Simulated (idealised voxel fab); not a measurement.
process module | voxel wiring stack
The figure presents cross-section cut, which has a width of 255 nm and is divided into square cells with an edge length of 5 nm.
When this document writes out a cross-section, it uses a grid of square cells and lists it as bands, beginning at the top and moving down, with a band standing for one or more rows of cells.
The entry gives the band's vertical extent as a top height and a bottom height in nm, then its horizontal make-up as materials from left to right, each with a width in nm. "air" stands for empty space; a single material marked "everywhere" fills the band edge to edge.
Heights are reckoned from 0. Under this level, the received wafer is all of one material. The bottommost band is open-ended downward, for example "top 0, no bottom".
Note: "30->40" means the width goes from the first number (top row of the band) to the second number (bottom row) in equal steps per row of cells.
You'll sometimes find "stayed the same" written for a step, and that's the way of saying that nowhere in the cross-section did a cell change during that step.
The entry titled "Enclosed internal voids" provides the empty spaces that have no open way to the top, restricted to those of 8 cells or more. Each is presented as width x height at distance, the distance being measured from the left edge, with all three in nm.
Whatever follows a step's settings on its line is a remark the simulator itself makes about that step.
The "overlay nm" setting may appear on a step's line; for a step that uses a mask, it gives how far to the right of its planned position the mask lay, and a negative value indicates the left.
[List of planned process steps]
1: RECEIVE | material Si
2: CONFORMAL_DEP | material SiO2 | thk nm 10
3: DIRECTIONAL_DEP | material TiN | thk nm 5
4: DIRECTIONAL_DEP | material Ru | thk nm 25
5: PATTERN | tone cover | mask id METAL_1 | material resist | width nm 25 | pitch nm 45 | thk nm 20 | overlay nm 0
6: DIRECTIONAL_ETCH | etch materials Ru | depth nm 25
7: DIRECTIONAL_ETCH | etch materials TiN | depth nm 5
8: STRIP | etch materials resist
9: CONFORMAL_DEP | material SiN | thk nm 5
10: FILL_DEP | material lowk | thk nm 5
11: CMP | height nm 40
12: CONFORMAL_DEP | material SiCN | thk nm 5
13: DIRECTIONAL_DEP | material lowk | thk nm 25
14: PATTERN | tone open | mask id METAL_2 | material resist | width nm 15 | pitch nm 45 | thk nm 20 | overlay nm 0
15: DIRECTIONAL_ETCH | etch materials lowk | depth nm 15
16: STRIP | etch materials resist
17: PATTERN | tone open | mask id METAL_2_HOLES | material resist | width nm 15 | pitch nm 45 | thk nm 20 | overlay nm 0
18: DIRECTIONAL_ETCH | etch materials lowk | depth nm 10
19: DIRECTIONAL_ETCH | etch materials SiCN | depth nm 5
20: STRIP | etch materials resist
21: CONFORMAL_DEP | material TiN | thk nm 5
22: FILL_DEP | material Cu | thk nm 5
23: CMP | height nm 70
24: CONFORMAL_DEP | material SiN | thk nm 5
Wafer-to-wafer difference: width nm, step 14. Common start. Plan = first wafer's value.
[Cross-sectional view of the first of several wafers in the as-received condition, corresponding to the state following step 1]
  top 0, no bottom  Si everywhere
  Enclosed internal voids: none
[The figure below presents a cross-section of the first of several wafers at the conclusion of the module, following its last step, step 24]
  top 75, bottom 70  SiN everywhere
  top 70, bottom 60  lowk 45  TiN 5->10  Cu 10->5  TiN 5  lowk 25  TiN 5->10  Cu 10->5  TiN 5  lowk 25  TiN 5->10  Cu 10->5  TiN 5  lowk 25  TiN 5->10  Cu 10->5  TiN 5  lowk 55
  top 60, bottom 55  lowk 50  TiN 15  lowk 30  TiN 15  lowk 30  TiN 15  lowk 30  TiN 15  lowk 55
  top 55, bottom 45  lowk 50  TiN 10  lowk 35  TiN 10  lowk 35  TiN 10  lowk 35  TiN 10  lowk 60
  top 45, bottom 40  SiCN 50  TiN 10  SiCN 35  TiN 10  SiCN 35  TiN 10  SiCN 35  TiN 10  SiCN 60
  top 40, bottom 15  lowk 40  SiN 5  Ru 25  SiN 5  lowk 10  SiN 5  Ru 25  SiN 5  lowk 10  SiN 5  Ru 25  SiN 5  lowk 10  SiN 5  Ru 25  SiN 5  lowk 45
  top 15, bottom 10  SiN 45  TiN 25  SiN 20  TiN 25  SiN 20  TiN 25  SiN 20  TiN 25  SiN 50
  top 10, bottom 0  SiO2 everywhere
  top 0, no bottom  Si everywhere
  Enclosed internal voids: none
[The final wafer, sectioned at module end]
  top 75, bottom 70  SiN everywhere
  top 70, bottom 60  lowk 45  TiN 5  Cu 20  TiN 5  lowk 15  TiN 5  Cu 20  TiN 5  lowk 15  TiN 5  Cu 20  TiN 5  lowk 15  TiN 5  Cu 20  TiN 5  lowk 45
  top 60, bottom 55  lowk 45  TiN 5  Cu 5  TiN 20  lowk 15  TiN 5  Cu 5  TiN 20  lowk 15  TiN 5  Cu 5  TiN 20  lowk 15  TiN 5  Cu 5  TiN 20  lowk 45
  top 55, bottom 45  lowk 45  TiN 5  Cu 5  TiN 5  lowk 30  TiN 5  Cu 5  TiN 5  lowk 30  TiN 5  Cu 5  TiN 5  lowk 30  TiN 5  Cu 5  TiN 5  lowk 60
  top 45, bottom 40  SiCN 45  TiN 15  SiCN 30  TiN 15  SiCN 30  TiN 15  SiCN 30  TiN 15  SiCN 60
  top 40, bottom 15  lowk 40  SiN 5  Ru 25  SiN 5  lowk 10  SiN 5  Ru 25  SiN 5  lowk 10  SiN 5  Ru 25  SiN 5  lowk 10  SiN 5  Ru 25  SiN 5  lowk 45
  top 15, bottom 10  SiN 45  TiN 25  SiN 20  TiN 25  SiN 20  TiN 25  SiN 20  TiN 25  SiN 50
  top 10, bottom 0  SiO2 everywhere
  top 0, no bottom  Si everywhere
  Enclosed internal voids: none
[Per wafer (row), end of module: delta in cells per material since receipt, (+) for gained, (-) for lost; closed voids after that]
width nm 15; +12 Cu; +100 Ru; +43 SiCN; +122 SiN; +102 SiO2; +76 TiN; +310 lowk; Enclosed internal voids: none
width nm 20; +20 Cu; +100 Ru; +43 SiCN; +122 SiN; +102 SiO2; +80 TiN; +298 lowk; Enclosed internal voids: none
width nm 25; +36 Cu; +100 Ru; +39 SiCN; +122 SiN; +102 SiO2; +80 TiN; +286 lowk; Enclosed internal voids: none
width nm 30; +44 Cu; +100 Ru; +39 SiCN; +122 SiN; +102 SiO2; +84 TiN; +274 lowk; Enclosed internal voids: none
